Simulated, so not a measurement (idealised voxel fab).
This section sets out a process module, namely voxel gate over fins.
cross-section cut | 220 nm wide | cells 5 nm
Square cells in a grid make up a cross-section in this document, and the grid is given as bands, listed from the top down, each one or more rows of cells. Band: top and bottom heights (nm) first, top before bottom; then materials from left to right, widths in nm. "full width" marks a sole material filling the band edge to edge. "empty" denotes empty space. A quick word on heights: they are counted from 0, and under that level the wafer as it came to us is one material throughout. The lowest band is different from the rest in having no bottom; it simply continues downward, written as in "from 0 down". The width entry "30->40" should be interpreted row by row: the top row of cells in the band takes the first number, the bottom row takes the second number, and the change between adjacent rows is uniform throughout. "nothing altered" means the step left every cell of the cross-section as it was. You'll see "Non-vented voids" listing empty spaces that have no way open to the top, as long as they're 8 cells or more; the notation is width x height at distance, where the distance is from the left edge, and all of it is in nm. What comes after the settings on a step's line is commentary from the simulator itself on that step. Each step line may optionally specify "overlay nm", which for a step with a mask gives the rightward distance between the mask's planned place and where it lay, a negative value indicating the leftward direction.

# plan
| 1 | RECEIVE | material Si |
| 2 | CONFORMAL_DEP | material SiN | thk nm 5 |
| 3 | DIRECTIONAL_DEP | material aC | thk nm 10 |
| 4 | PATTERN | tone cover | mask id FINS | material resist | width nm 15 | pitch nm 40 | thk nm 25 | overlay nm 0 |
| 5 | DIRECTIONAL_ETCH | etch materials aC | depth nm 10 |
| 6 | STRIP | etch materials resist |
| 7 | DIRECTIONAL_ETCH | etch materials SiN | depth nm 5 |
| 8 | DIRECTIONAL_ETCH | etch materials Si | depth nm 40 |
| 9 | STRIP | etch materials aC |
| 10 | OXIDIZE | depth nm 5 |
| 11 | FILL_DEP | material SiO2 | thk nm 5 |
| 12 | CMP | height nm 5 |
| 13 | SELECTIVE_ETCH | etch materials SiO2 | depth nm 15 |
| 14 | STRIP | etch materials SiN |
| 15 | CONFORMAL_DEP | material HfO2 | thk nm 5 |
| 16 | CONFORMAL_DEP | material TiN | thk nm 5 |
| 17 | CONFORMAL_DEP | material TiAl | thk nm 5 |
| 18 | CONFORMAL_DEP | material TiN | thk nm 5 |
| 19 | FILL_DEP | material W | thk nm 10 |
| 20 | CMP | height nm 25 |
| 21 | CONFORMAL_DEP | material SiCN | thk nm 10 |
Heads up: all these wafers start the same, and what changes between them is the width nm in step 4. The value you see in the plan is just what the first wafer got.

# As-received state after step 1, first of several wafers, cross-section
	from 0 down = Si full width
	Non-vented voids: none

# First of several wafers: cross-section at the end of the module, after step 21, its last step
	from 35 to 25 = SiCN full width
	from 25 to 20 = W full width
	from 20 to 15 = W=25, TiN=165, W=30
	from 15 to 10 = W=25, TiN=5, TiAl=35, TiN=5, TiAl=35, TiN=5, TiAl=35, TiN=5, TiAl=35, TiN=5, W=30
	from 10 to 5 = TiN=30, TiAl=5, TiN=25, TiAl=5, TiN=5, TiAl=5, TiN=25, TiAl=5, TiN=5, TiAl=5, TiN=25, TiAl=5, TiN=5, TiAl=5, TiN=25, TiAl=5, TiN=35
	from 5 to 0 = TiAl=35, TiN=5, HfO2=15, TiN=5, TiAl=15, TiN=5, HfO2=15, TiN=5, TiAl=15, TiN=5, HfO2=15, TiN=5, TiAl=15, TiN=5, HfO2=15, TiN=5, TiAl=40
	from 0 to -5 = TiN=40, HfO2=5, Si=5, HfO2=5, TiN=25, HfO2=5, Si=5, HfO2=5, TiN=25, HfO2=5, Si=5, HfO2=5, TiN=25, HfO2=5, Si=5, HfO2=5, TiN=45
	from -5 to -10 = HfO2=45, Si=5, HfO2=35, Si=5, HfO2=35, Si=5, HfO2=35, Si=5, HfO2=50
	from -10 to -45 = SiO2=45, Si=5, SiO2=35, Si=5, SiO2=35, Si=5, SiO2=35, Si=5, SiO2=50
	from -45 down = Si full width
	Non-vented voids: none

# Of the several wafers, the last: cross-section at the end of the module
	from 35 to 25 = SiCN full width
	from 25 to 20 = W full width
	from 20 to 15 = W=20, TiN=175, W=25
	from 15 to 10 = W=20, TiN=5, TiAl=165, TiN=5, W=25
	from 10 to 5 = TiN=25, TiAl=5, TiN=35, TiAl=5, TiN=35, TiAl=5, TiN=35, TiAl=5, TiN=35, TiAl=5, TiN=30
	from 5 to 0 = TiAl=30, TiN=5, HfO2=25, TiN=5, TiAl=5, TiN=5, HfO2=25, TiN=5, TiAl=5, TiN=5, HfO2=25, TiN=5, TiAl=5, TiN=5, HfO2=25, TiN=5, TiAl=35
	from 0 to -5 = TiN=35, HfO2=5, Si=15, HfO2=5, TiN=15, HfO2=5, Si=15, HfO2=5, TiN=15, HfO2=5, Si=15, HfO2=5, TiN=15, HfO2=5, Si=15, HfO2=5, TiN=40
	from -5 to -10 = HfO2=40, Si=15, HfO2=25, Si=15, HfO2=25, Si=15, HfO2=25, Si=15, HfO2=45
	from -10 to -45 = SiO2=40, Si=15, SiO2=25, Si=15, SiO2=25, Si=15, SiO2=25, Si=15, SiO2=45
	from -45 down = Si full width
	Non-vented voids: none

# Heads up, this table goes wafer by wafer. A row tells you, at the end of the module, how many cells of each material that wafer has put on (+) or dropped (-) since it was received, and then its closed voids
width nm 15, +60 HfO2, -360 Si, +88 SiCN, +280 SiO2, +60 TiAl, +114 TiN, +66 W, Non-vented voids: none
width nm 20, +60 HfO2, -324 Si, +88 SiCN, +252 SiO2, +60 TiAl, +108 TiN, +64 W, Non-vented voids: none
width nm 25, +60 HfO2, -288 Si, +88 SiCN, +224 SiO2, +54 TiAl, +108 TiN, +62 W, Non-vented voids: none
